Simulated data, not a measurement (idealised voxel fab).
The following process module bears the name voxel double patterning.
This is section cut - it's 295 nm across, gridded in 5 nm square cells.
How to read a cross-section here: the picture is a grid of square cells, written as bands going from the top down, and any band can span one or more rows of cells. Top height, bottom height, nm. Materials left to right, width each, nm. Single material + "edge to edge" = fills band edge to edge. "empty" = empty. It should be noted that heights are counted from 0, beneath which the wafer as supplied is of one material throughout, and that the lowest band possesses no lower boundary but continues downward, as written in "0..down". It should be noted that a width expressed as "30 to 40" varies in equal increments from row to row of cells within the band, taking the value of the first number at the top row and that of the second number at the bottom row. The designation "no modification", where it is given for a processing step, indicates that no cell of the cross-section was altered in the course of that step. If an empty space has no open way to the top and is at least 8 cells in size, "Sealed internal cavities" lists it, written width x height at distance, where distance is measured from the left edge and every value is in nm. Anything after a step's settings on that line? It's the simulator's own note about the step. overlay nm: step with mask; distance mask lay right of planned place; negative value = left of planned place.
Planned process steps:
1,RECEIVE: material Si
2,CONFORMAL_DEP: material SiN, thk nm 10
3,DIRECTIONAL_DEP: material SiO2, thk nm 20
4,DIRECTIONAL_DEP: material SiCN, thk nm 10
5,PATTERN: tone open, mask id FIRST, material resist, width nm 15, pitch nm 50, thk nm 15, overlay nm 0
6,DIRECTIONAL_ETCH: etch materials SiCN, depth nm 10
7,STRIP: etch materials resist
8,DIRECTIONAL_DEP: material aC, thk nm 15
9,PATTERN: tone open, mask id SECOND, material resist, width nm 15, thk nm 35, overlay nm 0
10,DIRECTIONAL_ETCH: etch materials aC, depth nm 15
11,STRIP: etch materials resist
12,DIRECTIONAL_ETCH: etch materials SiCN, depth nm 10
13,STRIP: etch materials aC
14,DIRECTIONAL_ETCH: etch materials SiO2, depth nm 20
15,STRIP: etch materials SiCN
Cross-section of the wafer at receipt, which is the condition after step 1:
	0..down: Si edge to edge
	Sealed internal cavities: none
Here's the cross-section of the first of our two wafers at the end of the module - it ran as planned:
	30..10: SiO2=115 / empty=15 / SiO2=10 / empty=15 / SiO2=10 / empty=15 / SiO2=115
	10..0: SiN edge to edge
	0..down: Si edge to edge
	Sealed internal cavities: none
Second of two wafers, module complete, sectioned: it shares the first wafer's start and plan but was run with one mistake:
	20..10: SiO2 edge to edge
	10..0: SiN edge to edge
	0..down: Si edge to edge
	Sealed internal cavities: none
The plan and the run diverged here: step 4: run off-plan, actual operation and settings DIRECTIONAL_DEP: material SiO2, thk nm 10
End of process, cell counts, second wafer against first, materials with more or fewer: -82 SiO2
